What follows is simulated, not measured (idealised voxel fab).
This is a process module. Its name is voxel self aligned vias.
The cross-section shown here is cut; it is 205 nm wide and divided into square cells measuring 5 nm on a side.
In this document a cross-section is written as a grid of square cells. It is given as a series of bands, listed from the top down, and a band is one or more rows of cells. First you get the band's top height and its bottom height, in nm, and then the materials it's made of, left to right, with each width in nm. If you see a single material with "throughout", that one covers the band edge to edge. "air" is empty space. Height datum 0, below which the as-received substrate wafer is one material. Lowest band open at the bottom, running downward: "z 0 and below". A width such as "30 to 40" changes by the same amount from each row of cells to the next, from the band's top row to its bottom row. Any step labelled "no alterations made" changed none of the cells in the cross-section. The list in "Trapped voids" covers empty spaces of 8 cells or more that cannot reach the top through any open way, and it gives each as width x height at distance; the distance is from the left edge, and width, height and distance are in nm. What comes after the settings on a step's line is commentary from the simulator itself on that step. When a step includes a mask, the "overlay nm" setting on its line states how far to the right of its planned place that mask lay, and negative values state how far to the left.

# The following list gives the planned process steps
- 1: RECEIVE (material Si)
- 2: CONFORMAL_DEP (material SiO2; thk nm 10)
- 3: CONFORMAL_DEP (material SiCN; thk nm 5)
- 4: DIRECTIONAL_DEP (material SiO2; thk nm 25)
- 5: PATTERN (tone open; mask id LINES; material resist; width nm 20; pitch nm 65; thk nm 20; overlay nm 0)
- 6: DIRECTIONAL_ETCH (etch materials SiO2; depth nm 25)
- 7: STRIP (etch materials resist)
- 8: CONFORMAL_DEP (material TiN; thk nm 5)
- 9: FILL_DEP (material W; thk nm 10)
- 10: CMP (height nm 40)
- 11: SELECTIVE_ETCH (etch materials W Ru TiN; depth nm 5)
- 12: FILL_DEP (material SiN; thk nm 5)
- 13: CMP (height nm 40)
- 14: DIRECTIONAL_DEP (material SiO2; thk nm 20)
- 15: PATTERN (tone open; mask id VIAS; material resist; width nm 40; pitch nm 130; thk nm 20; overlay nm 0)
- 16: DIRECTIONAL_ETCH (etch materials SiO2; depth nm 20)
- 17: DIRECTIONAL_ETCH (etch materials SiN; depth nm 5)
- 18: STRIP (etch materials resist)
- 19: CONFORMAL_DEP (material TiN; thk nm 5)
- 20: FILL_DEP (material Ru; thk nm 5)
- 21: CMP (height nm 60)
- 22: CONFORMAL_DEP (material SiN; thk nm 5)

# Cross-section of the wafer upon arrival, representing the state reached after step 1
z 0 and below  Si throughout
Trapped voids: none

# Wafer cross-section at module end: first of two, run to plan
z 65 to 60  SiN throughout
z 60 to 45  SiO2 (15), then TiN (5), then Ru (30), then TiN (5), then SiO2 (90), then TiN (5), then Ru (30), then TiN (5), then SiO2 (20)
z 45 to 40  SiO2 (15), then TiN (15), then Ru (10), then TiN (15), then SiO2 (90), then TiN (15), then Ru (10), then TiN (15), then SiO2 (20)
z 40 to 35  SiO2 (25), then TiN (20), then SiO2 (45), then SiN (20), then SiO2 (45), then TiN (20), then SiO2 (30)
z 35 to 20  SiO2 (25), then TiN (5), then W (10), then TiN (5), then SiO2 (45), then TiN (5), then W (10), then TiN (5), then SiO2 (45), then TiN (5), then W (10), then TiN (5), then SiO2 (30)
z 20 to 15  SiO2 (25), then TiN (20), then SiO2 (45), then TiN (20), then SiO2 (45), then TiN (20), then SiO2 (30)
z 15 to 10  SiCN throughout
z 10 to 0  SiO2 throughout
z 0 and below  Si throughout
Trapped voids: none

# Cross-section of the latter of the two wafers at module completion. It had an identical start and an identical plan to the former; in running it, one mistake was made
z 65 to 60  SiN throughout
z 60 to 45  Ru (10), then TiN (5), then SiO2 (40), then TiN (5), then Ru (80), then TiN (5), then SiO2 (40), then TiN (5), then Ru (15)
z 45 to 40  TiN (15), then SiO2 (40), then TiN (40), then Ru (10), then TiN (40), then SiO2 (40), then TiN (20)
z 40 to 35  SiO2 (25), then SiN (20), then SiO2 (45), then TiN (20), then SiO2 (45), then SiN (20), then SiO2 (30)
z 35 to 20  SiO2 (25), then TiN (5), then W (10), then TiN (5), then SiO2 (45), then TiN (5), then W (10), then TiN (5), then SiO2 (45), then TiN (5), then W (10), then TiN (5), then SiO2 (30)
z 20 to 15  SiO2 (25), then TiN (20), then SiO2 (45), then TiN (20), then SiO2 (45), then TiN (20), then SiO2 (30)
z 15 to 10  SiCN throughout
z 10 to 0  SiO2 throughout
z 0 and below  Si throughout
Trapped voids: none
Plan not followed: step 15 did not use the planned setting and instead ran as PATTERN (tone cover; mask id VIAS; material resist; width nm 40; pitch nm 130; thk nm 20; overlay nm 0)
Once processing is complete, comparing cell counts shows that the second wafer has more or fewer of certain materials than the first: Ru: 25 more, SiN: 4 more, SiO2: 36 fewer, TiN: 7 more
